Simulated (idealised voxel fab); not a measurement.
Process module name: voxel self aligned vias
Shown is cross-section cut, with a width of 290 nm and square cells of size 5 nm.
Cross-section format: a grid of square cells, given as bands from top to bottom; each band is one or more rows of cells.
It is stipulated that each band's entry specify, in nanometres, the height of the top of the band and then that of its bottom, followed by the materials of the band in left-to-right sequence, each together with its width in nanometres. A single material marked by the word "edge to edge" is understood to fill the band from edge to edge; the word "empty" is understood to denote empty space.
Heights are measured from 0, the level below which the as-received wafer is all one material; the lowest band has no bottom and continues downward, written as in "0 -> down".
Think of "30..40" as a width that walks from the first number to the second as you go down the band, top row to bottom row, taking equal-sized steps from row to row.
"same as before" means the step left every cell of the cross-section as it was.
Each empty space that has no open way to the top and spans at least 8 cells appears under "Sealed internal voids" as width x height at distance, the distance counted from the left edge, all in nm.
The remark found on a step's line after its settings is issued by the simulator itself and pertains to that step.
For masked steps, "overlay nm" on the step line gives how far right of plan the mask actually lay; a minus sign means it lay to the left.

[Process steps foreseen in the plan]
step 1: RECEIVE with material Si
step 2: CONFORMAL_DEP with material SiO2, thk nm 15
step 3: CONFORMAL_DEP with material SiCN, thk nm 5
step 4: DIRECTIONAL_DEP with material SiO2, thk nm 20
step 5: PATTERN with tone open, mask id LINES, material resist, width nm 25, pitch nm 55, thk nm 15, overlay nm 0
step 6: DIRECTIONAL_ETCH with etch materials SiO2, depth nm 20
step 7: STRIP with etch materials resist
step 8: CONFORMAL_DEP with material TiN, thk nm 5
step 9: FILL_DEP with material Ru, thk nm 5
step 10: CMP with height nm 40
step 11: SELECTIVE_ETCH with etch materials W Ru TiN, depth nm 10
step 12: FILL_DEP with material SiN, thk nm 10
step 13: CMP with height nm 40
step 14: DIRECTIONAL_DEP with material SiO2, thk nm 15
step 15: DIRECTIONAL_DEP with material aC, thk nm 15
step 16: PATTERN with tone open, mask id VIAS, material resist, width nm 35, pitch nm 55, thk nm 35, overlay nm 0
step 17: DIRECTIONAL_ETCH with etch materials aC, depth nm 15
step 18: STRIP with etch materials resist
step 19: DIRECTIONAL_ETCH with etch materials SiO2, depth nm 15
step 20: DIRECTIONAL_ETCH with etch materials SiN, depth nm 10
step 21: STRIP with etch materials aC
step 22: CONFORMAL_DEP with material TiN, thk nm 5
step 23: FILL_DEP with material Ru, thk nm 5
step 24: CMP with height nm 55
step 25: CONFORMAL_DEP with material SiCN, thk nm 5

[Incoming wafer in cross-section (state: after step 1)]
    0 -> down  Si edge to edge
    Sealed internal voids: none

[Run as planned - first of the two wafers cross-sectioned at the end of the module]
    60 -> 55  SiCN edge to edge
    55 -> 45  SiO2 100 nm, then TiN 5 nm, then Ru 25 nm, then TiN 5 nm, then SiO2 20 nm, then TiN 5 nm, then Ru 25 nm, then TiN 5 nm, then SiO2 100 nm
    45 -> 35  SiO2 100..105 nm, then TiN 10..5 nm, then Ru 15 nm, then TiN 10..5 nm, then SiO2 20..30 nm, then TiN 10..5 nm, then Ru 15 nm, then TiN 10..5 nm, then SiO2 100..105 nm
    35 -> 30  SiO2 105 nm, then TiN 25 nm, then SiO2 30 nm, then TiN 25 nm, then SiO2 105 nm
    30 -> 25  SiO2 105 nm, then TiN 5 nm, then Ru 15 nm, then TiN 5 nm, then SiO2 30 nm, then TiN 5 nm, then Ru 15 nm, then TiN 5 nm, then SiO2 105 nm
    25 -> 20  SiO2 105 nm, then TiN 25 nm, then SiO2 30 nm, then TiN 25 nm, then SiO2 105 nm
    20 -> 15  SiCN edge to edge
    15 -> 0  SiO2 edge to edge
    0 -> down  Si edge to edge
    Sealed internal voids: none

[Second wafer of the two, sectioned at the end of the module. It began like the first and followed the same plan, but one mistake was made while running it]
    60 -> 55  SiCN edge to edge
    55 -> 40  SiO2 100 nm, then TiN 5 nm, then Ru 25 nm, then TiN 5 nm, then SiO2 20 nm, then TiN 5 nm, then Ru 25 nm, then TiN 5 nm, then SiO2 100 nm
    40 -> 35  SiN 100 nm, then TiN 10 nm, then Ru 15 nm, then TiN 10 nm, then SiN 20 nm, then TiN 10 nm, then Ru 15 nm, then TiN 10 nm, then SiN 100 nm
    35 -> 30  SiO2 105 nm, then TiN 25 nm, then SiO2 30 nm, then TiN 25 nm, then SiO2 105 nm
    30 -> 25  SiO2 105 nm, then SiN 25 nm, then SiO2 30 nm, then SiN 25 nm, then SiO2 105 nm
    25 -> 20  SiO2 105 nm, then TiN 25 nm, then SiO2 30 nm, then TiN 25 nm, then SiO2 105 nm
    20 -> 15  SiCN edge to edge
    15 -> 0  SiO2 edge to edge
    0 -> down  Si edge to edge
    Sealed internal voids: none
Against the plan, the run slipped here: step 10 ran differently from the plan; actual operation with settings: CMP with height nm 35
End check, counted in cells, second wafer has more or fewer of these materials than the first: -2 Ru; +54 SiN; -48 SiO2; -4 TiN
